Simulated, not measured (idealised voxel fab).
Process module under the name voxel gate over fins
For reference, the cross-section in this document is cut, with width 230 nm and square cells of 5 nm.
This document writes a cross-section as a grid whose cells are square, and gives it as bands, listed from the top down; one or more rows of cells form a band.
Top, bottom (nm), then materials left to right with widths (nm); lone material tagged "edge to edge" fills the whole band edge to edge; "empty" = empty space.
Height datum 0, below which the as-received substrate wafer is one material. Lowest band open at the bottom, running downward: "0..down".
Graded width ("30 to 40"): value in top row of band = first number; value in bottom row = second number; row-to-row change constant.
Reading "stayed the same" for a step: not a cell of the cross-section changed in it.
Reported under the label "Closed-off voids" are the empty spaces having no open way to the top and comprising 8 cells or more; the notation for each is width x height at distance, in which the distance is measured from the left edge and all three values are in nm.
What comes after the settings on a step's line is commentary from the simulator itself on that step.
A step's line can hold "overlay nm"; with a mask on that step, the setting says how far right of the planned place the mask lay, while a negative setting says it lay to the left.
Below is the list of planned process steps:
1 RECEIVE (material Si)
2 CONFORMAL_DEP (material SiN; thk nm 5)
3 PATTERN (tone cover; mask id FINS; material resist; width nm 15; pitch nm 50; thk nm 20; overlay nm 0)
4 DIRECTIONAL_ETCH (etch materials SiN; depth nm 5)
5 DIRECTIONAL_ETCH (etch materials Si; depth nm 40)
6 STRIP (etch materials resist)
7 OXIDIZE (depth nm 5)
8 FILL_DEP (material SiO2; thk nm 10)
9 CMP (height nm 5)
10 DIRECTIONAL_DEP (material aC; thk nm 10)
11 PATTERN (tone open; mask id RAIL; material resist; width nm 15; thk nm 25; overlay nm 0)
12 DIRECTIONAL_ETCH (etch materials aC; depth nm 10)
13 STRIP (etch materials resist)
14 DIRECTIONAL_ETCH (etch materials SiO2; depth nm 40)
15 STRIP (etch materials aC)
16 CONFORMAL_DEP (material TiN; thk nm 5)
17 FILL_DEP (material W; thk nm 10)
18 CMP (height nm 5)
19 SELECTIVE_ETCH (etch materials W Ru TiN; depth nm 25)
20 FILL_DEP (material SiO2; thk nm 5)
21 CMP (height nm 5)
22 SELECTIVE_ETCH (etch materials SiO2; depth nm 20)
23 STRIP (etch materials SiN)
24 CONFORMAL_DEP (material HfO2; thk nm 5)
25 CONFORMAL_DEP (material TiN; thk nm 5)
26 CONFORMAL_DEP (material TiAl; thk nm 5)
27 CONFORMAL_DEP (material TiN; thk nm 5)
28 FILL_DEP (material W; thk nm 15)
29 CMP (height nm 30)
30 CONFORMAL_DEP (material SiN; thk nm 5)
First of the two wafers, run per plan:
Wafer cross-section on receipt, i.e. after step 1:
    0..down: Si edge to edge
    Closed-off voids: none
Take a look at the wafer's cross-section after step 2:
    5..0: SiN edge to edge
    At heights below 0, the structure remains unaltered.
Take a look at the wafer's cross-section after step 3:
    25..5: empty 80 / resist 15 / empty 35 / resist 15 / empty 85
    At heights below 5, the structure remains unaltered.
Take a look at the wafer's cross-section after step 4:
    25..5: empty 80 / resist 15 / empty 35 / resist 15 / empty 85
    5..0: empty 80 / SiN 15 / empty 35 / SiN 15 / empty 85
    At heights below 0, the structure remains unaltered.
Take a look at the wafer's cross-section after step 5:
    25..5: empty 80 / resist 15 / empty 35 / resist 15 / empty 85
    5..0: empty 80 / SiN 15 / empty 35 / SiN 15 / empty 85
    0..-40: empty 80 / Si 15 / empty 35 / Si 15 / empty 85
    At heights below -40, the structure remains unaltered.
Take a look at the wafer's cross-section after step 6:
    5..0: empty 80 / SiN 15 / empty 35 / SiN 15 / empty 85
    At heights below 0, the structure remains unaltered.
Take a look at the wafer's cross-section after step 7:
    5..0: empty 80 / SiN 15 / empty 35 / SiN 15 / empty 85
    0..-40: empty 80 / SiO2 5 / Si 5 / SiO2 5 / empty 35 / SiO2 5 / Si 5 / SiO2 5 / empty 85
    -40..-45: SiO2 85 / Si 5 / SiO2 45 / Si 5 / SiO2 90
    At heights below -45, the structure remains unaltered.
Take a look at the wafer's cross-section after step 8:
    15..5: SiO2 edge to edge
    5..0: SiO2 80 / SiN 15 / SiO2 35 / SiN 15 / SiO2 85
    0..-45: SiO2 85 / Si 5 / SiO2 45 / Si 5 / SiO2 90
    At heights below -45, the structure remains unaltered.
Take a look at the wafer's cross-section after step 9:
    5..0: SiO2 80 / SiN 15 / SiO2 35 / SiN 15 / SiO2 85
    At heights below 0, the structure remains unaltered.
Take a look at the wafer's cross-section after step 10:
    15..5: aC edge to edge
    At heights below 5, the structure remains unaltered.
Take a look at the wafer's cross-section after step 11:
    40..15: resist 105 / empty 15 / resist 110
    At heights below 15, the structure remains unaltered.
Take a look at the wafer's cross-section after step 12:
    30..15: resist 105 / empty 15 / resist 110
    15..5: aC 105 / empty 15 / aC 110
    At heights below 5, the structure remains unaltered.
Take a look at the wafer's cross-section after step 13:
    15..5: aC 105 / empty 15 / aC 110
    At heights below 5, the structure remains unaltered.
Take a look at the wafer's cross-section after step 14:
    15..5: aC 105 / empty 15 / aC 110
    5..0: SiO2 80 / SiN 15 / SiO2 10 / empty 15 / SiO2 10 / SiN 15 / SiO2 85
    0..-35: SiO2 85 / Si 5 / SiO2 15 / empty 15 / SiO2 15 / Si 5 / SiO2 90
    At heights below -35, the structure remains unaltered.
Take a look at the wafer's cross-section after step 15:
    5..0: SiO2 80 / SiN 15 / SiO2 10 / empty 15 / SiO2 10 / SiN 15 / SiO2 85
    At heights below 0, the structure remains unaltered.
Take a look at the wafer's cross-section after step 16:
    10..5: TiN 110 / empty 5 / TiN 115
    5..0: SiO2 80 / SiN 15 / SiO2 10 / TiN 5 / empty 5 / TiN 5 / SiO2 10 / SiN 15 / SiO2 85
    0..-30: SiO2 85 / Si 5 / SiO2 15 / TiN 5 / empty 5 / TiN 5 / SiO2 15 / Si 5 / SiO2 90
    -30..-35: SiO2 85 / Si 5 / SiO2 15 / TiN 15 / SiO2 15 / Si 5 / SiO2 90
    At heights below -35, the structure remains unaltered.
Take a look at the wafer's cross-section after step 17:
    20..10: W edge to edge
    10..5: TiN 110 / W 5 / TiN 115
    5..0: SiO2 80 / SiN 15 / SiO2 10 / TiN 5 / W 5 / TiN 5 / SiO2 10 / SiN 15 / SiO2 85
    0..-30: SiO2 85 / Si 5 / SiO2 15 / TiN 5 / W 5 / TiN 5 / SiO2 15 / Si 5 / SiO2 90
    At heights below -30, the structure remains unaltered.
Take a look at the wafer's cross-section after step 18:
    5..0: SiO2 80 / SiN 15 / SiO2 10 / TiN 5 / W 5 / TiN 5 / SiO2 10 / SiN 15 / SiO2 85
    At heights below 0, the structure remains unaltered.
Take a look at the wafer's cross-section after step 19:
    5..0: SiO2 80 / SiN 15 / SiO2 10 / empty 15 / SiO2 10 / SiN 15 / SiO2 85
    0..-20: SiO2 85 / Si 5 / SiO2 15 / empty 15 / SiO2 15 / Si 5 / SiO2 90
    At heights below -20, the structure remains unaltered.
Take a look at the wafer's cross-section after step 20:
    10..5: SiO2 edge to edge
    5..0: SiO2 80 / SiN 15 / SiO2 35 / SiN 15 / SiO2 85
    0..-20: SiO2 85 / Si 5 / SiO2 45 / Si 5 / SiO2 90
    At heights below -20, the structure remains unaltered.
Take a look at the wafer's cross-section after step 21:
    5..0: SiO2 80 / SiN 15 / SiO2 35 / SiN 15 / SiO2 85
    At heights below 0, the structure remains unaltered.
Take a look at the wafer's cross-section after step 22:
    5..0: empty 80 / SiN 15 / empty 35 / SiN 15 / empty 85
    0..-15: empty 85 / Si 5 / empty 45 / Si 5 / empty 90
    At heights below -15, the structure remains unaltered.
Take a look at the wafer's cross-section after step 23:
    0..-15: empty 85 / Si 5 / empty 45 / Si 5 / empty 90
    At heights below -15, the structure remains unaltered.
Take a look at the wafer's cross-section after step 24:
    5..0: empty 80 / HfO2 15 / empty 35 / HfO2 15 / empty 85
    0..-10: empty 80 / HfO2 5 / Si 5 / HfO2 5 / empty 35 / HfO2 5 / Si 5 / HfO2 5 / empty 85
    -10..-15: HfO2 85 / Si 5 / HfO2 45 / Si 5 / HfO2 90
    At heights below -15, the structure remains unaltered.
Take a look at the wafer's cross-section after step 25:
    10..5: empty 75 / TiN 25 / empty 25 / TiN 25 / empty 80
    5..0: empty 75 / TiN 5 / HfO2 15 / TiN 5 / empty 25 / TiN 5 / HfO2 15 / TiN 5 / empty 80
    0..-5: empty 75 / TiN 5 / HfO2 5 / Si 5 / HfO2 5 / TiN 5 / empty 25 / TiN 5 / HfO2 5 / Si 5 / HfO2 5 / TiN 5 / empty 80
    -5..-10: TiN 80 / HfO2 5 / Si 5 / HfO2 5 / TiN 35 / HfO2 5 / Si 5 / HfO2 5 / TiN 85
    At heights below -10, the structure remains unaltered.
Take a look at the wafer's cross-section after step 26:
    15..10: empty 70 / TiAl 35 / empty 15 / TiAl 35 / empty 75
    10..5: empty 70 / TiAl 5 / TiN 25 / TiAl 5 / empty 15 / TiAl 5 / TiN 25 / TiAl 5 / empty 75
    5..0: empty 70 / TiAl 5 / TiN 5 / HfO2 15 / TiN 5 / TiAl 5 / empty 15 / TiAl 5 / TiN 5 / HfO2 15 / TiN 5 / TiAl 5 / empty 75
    0..-5: TiAl 75 / TiN 5 / HfO2 5 / Si 5 / HfO2 5 / TiN 5 / TiAl 25 / TiN 5 / HfO2 5 / Si 5 / HfO2 5 / TiN 5 / TiAl 80
    At heights below -5, the structure remains unaltered.
Take a look at the wafer's cross-section after step 27:
    20..15: empty 65 / TiN 45 / empty 5 / TiN 45 / empty 70
    15..10: empty 65 / TiN 5 / TiAl 35 / TiN 5 / empty 5 / TiN 5 / TiAl 35 / TiN 5 / empty 70
    10..5: empty 65 / TiN 5 / TiAl 5 / TiN 25 / TiAl 5 / TiN 5 / empty 5 / TiN 5 / TiAl 5 / TiN 25 / TiAl 5 / TiN 5 / empty 70
    5..0: TiN 70 / TiAl 5 / TiN 5 / HfO2 15 / TiN 5 / TiAl 5 / TiN 15 / TiAl 5 / TiN 5 / HfO2 15 / TiN 5 / TiAl 5 / TiN 75
    At heights below 0, the structure remains unaltered.
Take a look at the wafer's cross-section after step 28:
    35..20: W edge to edge
    20..15: W 65 / TiN 45 / W 5 / TiN 45 / W 70
    15..10: W 65 / TiN 5 / TiAl 35 / TiN 5 / W 5 / TiN 5 / TiAl 35 / TiN 5 / W 70
    10..5: W 65 / TiN 5 / TiAl 5 / TiN 25 / TiAl 5 / TiN 5 / W 5 / TiN 5 / TiAl 5 / TiN 25 / TiAl 5 / TiN 5 / W 70
    At heights below 5, the structure remains unaltered.
Take a look at the wafer's cross-section after step 29:
    30..20: W edge to edge
    At heights below 20, the structure remains unaltered.
Take a look at the wafer's cross-section after step 30:
    35..30: SiN edge to edge
    At heights below 30, the structure remains unaltered.
Second of two: same start, same plan, one run error; steps up to and including 10 match the first:
Cross-sectional view of the second wafer at the intended end time of process step 11:
    40..15: resist 100 / empty 25 / resist 105
    At heights below 15, the structure remains unaltered.
Cross-sectional view of the second wafer at the intended end time of process step 12:
    30..15: resist 100 / empty 25 / resist 105
    15..5: aC 100 / empty 25 / aC 105
    At heights below 5, the structure remains unaltered.
Cross-sectional view of the second wafer at the intended end time of process step 13:
    15..5: aC 100 / empty 25 / aC 105
    At heights below 5, the structure remains unaltered.
Cross-sectional view of the second wafer at the intended end time of process step 14:
    15..5: aC 100 / empty 25 / aC 105
    5..0: SiO2 80 / SiN 15 / SiO2 5 / empty 25 / SiO2 5 / SiN 15 / SiO2 85
    0..-35: SiO2 85 / Si 5 / SiO2 10 / empty 25 / SiO2 10 / Si 5 / SiO2 90
    At heights below -35, the structure remains unaltered.
Cross-sectional view of the second wafer at the intended end time of process step 15:
    5..0: SiO2 80 / SiN 15 / SiO2 5 / empty 25 / SiO2 5 / SiN 15 / SiO2 85
    At heights below 0, the structure remains unaltered.
Cross-sectional view of the second wafer at the intended end time of process step 16:
    10..5: TiN 105 / empty 15 / TiN 110
    5..0: SiO2 80 / SiN 15 / SiO2 5 / TiN 5 / empty 15 / TiN 5 / SiO2 5 / SiN 15 / SiO2 85
    0..-30: SiO2 85 / Si 5 / SiO2 10 / TiN 5 / empty 15 / TiN 5 / SiO2 10 / Si 5 / SiO2 90
    -30..-35: SiO2 85 / Si 5 / SiO2 10 / TiN 25 / SiO2 10 / Si 5 / SiO2 90
    At heights below -35, the structure remains unaltered.
Cross-sectional view of the second wafer at the intended end time of process step 17:
    20..10: W edge to edge
    10..5: TiN 105 / W 15 / TiN 110
    5..0: SiO2 80 / SiN 15 / SiO2 5 / TiN 5 / W 15 / TiN 5 / SiO2 5 / SiN 15 / SiO2 85
    0..-30: SiO2 85 / Si 5 / SiO2 10 / TiN 5 / W 15 / TiN 5 / SiO2 10 / Si 5 / SiO2 90
    At heights below -30, the structure remains unaltered.
Cross-sectional view of the second wafer at the intended end time of process step 18:
    5..0: SiO2 80 / SiN 15 / SiO2 5 / TiN 5 / W 15 / TiN 5 / SiO2 5 / SiN 15 / SiO2 85
    At heights below 0, the structure remains unaltered.
Cross-sectional view of the second wafer at the intended end time of process step 19:
    5..0: SiO2 80 / SiN 15 / SiO2 5 / empty 25 / SiO2 5 / SiN 15 / SiO2 85
    0..-20: SiO2 85 / Si 5 / SiO2 10 / empty 25 / SiO2 10 / Si 5 / SiO2 90
    At heights below -20, the structure remains unaltered.
Cross-sectional view of the second wafer at the intended end time of process step 20:
    10..5: SiO2 edge to edge
    5..0: SiO2 80 / SiN 15 / SiO2 35 / SiN 15 / SiO2 85
    0..-20: SiO2 85 / Si 5 / SiO2 45 / Si 5 / SiO2 90
    At heights below -20, the structure remains unaltered.
Cross-sectional view of the second wafer at the intended end time of process step 21:
    5..0: SiO2 80 / SiN 15 / SiO2 35 / SiN 15 / SiO2 85
    At heights below 0, the structure remains unaltered.
Cross-sectional view of the second wafer at the intended end time of process step 22:
    5..0: empty 80 / SiN 15 / empty 35 / SiN 15 / empty 85
    0..-15: empty 85 / Si 5 / empty 45 / Si 5 / empty 90
    At heights below -15, the structure remains unaltered.
Cross-sectional view of the second wafer at the intended end time of process step 23:
    0..-15: empty 85 / Si 5 / empty 45 / Si 5 / empty 90
    At heights below -15, the structure remains unaltered.
Cross-sectional view of the second wafer at the intended end time of process step 24:
    5..0: empty 80 / HfO2 15 / empty 35 / HfO2 15 / empty 85
    0..-10: empty 80 / HfO2 5 / Si 5 / HfO2 5 / empty 35 / HfO2 5 / Si 5 / HfO2 5 / empty 85
    -10..-15: HfO2 85 / Si 5 / HfO2 45 / Si 5 / HfO2 90
    At heights below -15, the structure remains unaltered.
Cross-sectional view of the second wafer at the intended end time of process step 25:
    10..5: empty 75 / TiN 25 / empty 25 / TiN 25 / empty 80
    5..0: empty 75 / TiN 5 / HfO2 15 / TiN 5 / empty 25 / TiN 5 / HfO2 15 / TiN 5 / empty 80
    0..-5: empty 75 / TiN 5 / HfO2 5 / Si 5 / HfO2 5 / TiN 5 / empty 25 / TiN 5 / HfO2 5 / Si 5 / HfO2 5 / TiN 5 / empty 80
    -5..-10: TiN 80 / HfO2 5 / Si 5 / HfO2 5 / TiN 35 / HfO2 5 / Si 5 / HfO2 5 / TiN 85
    At heights below -10, the structure remains unaltered.
Cross-sectional view of the second wafer at the intended end time of process step 26:
    15..10: empty 70 / TiAl 35 / empty 15 / TiAl 35 / empty 75
    10..5: empty 70 / TiAl 5 / TiN 25 / TiAl 5 / empty 15 / TiAl 5 / TiN 25 / TiAl 5 / empty 75
    5..0: empty 70 / TiAl 5 / TiN 5 / HfO2 15 / TiN 5 / TiAl 5 / empty 15 / TiAl 5 / TiN 5 / HfO2 15 / TiN 5 / TiAl 5 / empty 75
    0..-5: TiAl 75 / TiN 5 / HfO2 5 / Si 5 / HfO2 5 / TiN 5 / TiAl 25 / TiN 5 / HfO2 5 / Si 5 / HfO2 5 / TiN 5 / TiAl 80
    At heights below -5, the structure remains unaltered.
Cross-sectional view of the second wafer at the intended end time of process step 27:
    20..15: empty 65 / TiN 45 / empty 5 / TiN 45 / empty 70
    15..10: empty 65 / TiN 5 / TiAl 35 / TiN 5 / empty 5 / TiN 5 / TiAl 35 / TiN 5 / empty 70
    10..5: empty 65 / TiN 5 / TiAl 5 / TiN 25 / TiAl 5 / TiN 5 / empty 5 / TiN 5 / TiAl 5 / TiN 25 / TiAl 5 / TiN 5 / empty 70
    5..0: TiN 70 / TiAl 5 / TiN 5 / HfO2 15 / TiN 5 / TiAl 5 / TiN 15 / TiAl 5 / TiN 5 / HfO2 15 / TiN 5 / TiAl 5 / TiN 75
    At heights below 0, the structure remains unaltered.
Cross-sectional view of the second wafer at the intended end time of process step 28:
    35..20: W edge to edge
    20..15: W 65 / TiN 45 / W 5 / TiN 45 / W 70
    15..10: W 65 / TiN 5 / TiAl 35 / TiN 5 / W 5 / TiN 5 / TiAl 35 / TiN 5 / W 70
    10..5: W 65 / TiN 5 / TiAl 5 / TiN 25 / TiAl 5 / TiN 5 / W 5 / TiN 5 / TiAl 5 / TiN 25 / TiAl 5 / TiN 5 / W 70
    At heights below 5, the structure remains unaltered.
Cross-sectional view of the second wafer at the intended end time of process step 29:
    30..20: W edge to edge
    At heights below 20, the structure remains unaltered.
Cross-sectional view of the second wafer at the intended end time of process step 30:
    35..30: SiN edge to edge
    At heights below 30, the structure remains unaltered.
Against the plan, the run slipped here: step 11, actual vs plan mismatch, actual run PATTERN (tone open; mask id RAIL; material resist; width nm 25; thk nm 25; overlay nm 0)
Cell-count delta at end, second wafer over first, by material: 6 fewer of SiO2; 2 more of TiN; 4 more of W
